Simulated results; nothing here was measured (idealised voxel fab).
The following is a process module called voxel self aligned vias.
Cross-section cut spans 225 nm and uses square cells 5 nm in size.
Cross-section format: a grid of square cells, given as bands from top to bottom; each band is one or more rows of cells. Within each band entry, the heights of the top and of the bottom of the band appear first, in that order and in nm; the materials of the band then follow from left to right, each with its corresponding width in nm. The designation "throughout" on a single material indicates that it fills the band from edge to edge; the designation "air" indicates empty space. A quick word on heights: they are counted from 0, and under that level the wafer as it came to us is one material throughout. The lowest band is different from the rest in having no bottom; it simply continues downward, written as in "0 down". Width: "30->40" (first number = top row, second number = bottom row, same change from row to row of cells). "nothing was modified" means the step left every cell of the cross-section as it was. "Fully closed voids": sealed empty spaces, 8 cells or more, no open way to top, listed width x height at distance, with distance from the left edge and width, height and distance in nm. It should be noted that, on the line of a given step, the content following the step's settings is a remark produced by the simulator itself with respect to that step. "overlay nm", when on a step's line for a step with a mask, measures how far to the right of its planned place the mask lay; a negative measure means to the left.
LISTED BELOW ARE THE PROCESS STEPS AS PLANNED
1 RECEIVE: material Si
2 CONFORMAL_DEP: material SiO2, thk nm 15
3 CONFORMAL_DEP: material SiCN, thk nm 5
4 DIRECTIONAL_DEP: material SiO2, thk nm 20
5 MASKED_ETCH: tone open, mask id LINES, width nm 25, pitch nm 75, etch materials SiO2, depth nm 20, overlay nm 0
6 CONFORMAL_DEP: material TiN, thk nm 5
7 FILL_DEP: material W, thk nm 10
8 CMP: height nm 40
9 SELECTIVE_ETCH: etch materials W Ru TiN, depth nm 5
10 FILL_DEP: material SiN, thk nm 10
11 CMP: height nm 40
12 DIRECTIONAL_DEP: material SiO2, thk nm 15
13 DIRECTIONAL_DEP: material aC, thk nm 10
14 PATTERN: tone open, mask id VIAS, material resist, width nm 45, pitch nm 75, thk nm 30, overlay nm 0
15 DIRECTIONAL_ETCH: etch materials aC, depth nm 10
16 STRIP: etch materials resist
17 DIRECTIONAL_ETCH: etch materials SiO2, depth nm 15
18 DIRECTIONAL_ETCH: etch materials SiN, depth nm 5
19 STRIP: etch materials aC
20 CONFORMAL_DEP: material TiN, thk nm 5
21 FILL_DEP: material Cu, thk nm 10
22 CMP: height nm 55
23 CONFORMAL_DEP: material SiN, thk nm 5
CROSS-SECTION OF THE WAFER AT RECEIPT, WHICH IS THE CONDITION AFTER STEP 1
    0 down: Si throughout
    Fully closed voids: none
MODULE COMPLETE, CROSS-SECTION. STARTING POINT AND PLAN PER ABOVE. ONE MISTAKE MADE IN RUNNING THE MODULE
    60 to 55: SiN throughout
    55 to 45: 50 of SiO2 | 5 of W | 35 of Cu | 5 of W | 30 of SiO2 | 5 of W | 35 of Cu | 5 of W | 55 of SiO2
    45 to 40: 50 of SiO2 | 15 of W | 15 of Cu | 15 of W | 30 of SiO2 | 15 of W | 15 of Cu | 15 of W | 55 of SiO2
    40 to 35: 60 of SiO2 | 25 of W | 50 of SiO2 | 25 of W | 65 of SiO2
    35 to 25: 60 of SiO2 | 5 of TiN | 15 of W | 5 of TiN | 50 of SiO2 | 5 of TiN | 15 of W | 5 of TiN | 65 of SiO2
    25 to 20: 60 of SiO2 | 25 of TiN | 50 of SiO2 | 25 of TiN | 65 of SiO2
    20 to 15: SiCN throughout
    15 to 0: SiO2 throughout
    0 down: Si throughout
    Fully closed voids: none
What went wrong in running the wafer? it should be noted that step 20 was executed with settings other than those planned, the operation and settings actually applied being CONFORMAL_DEP: material W, thk nm 5
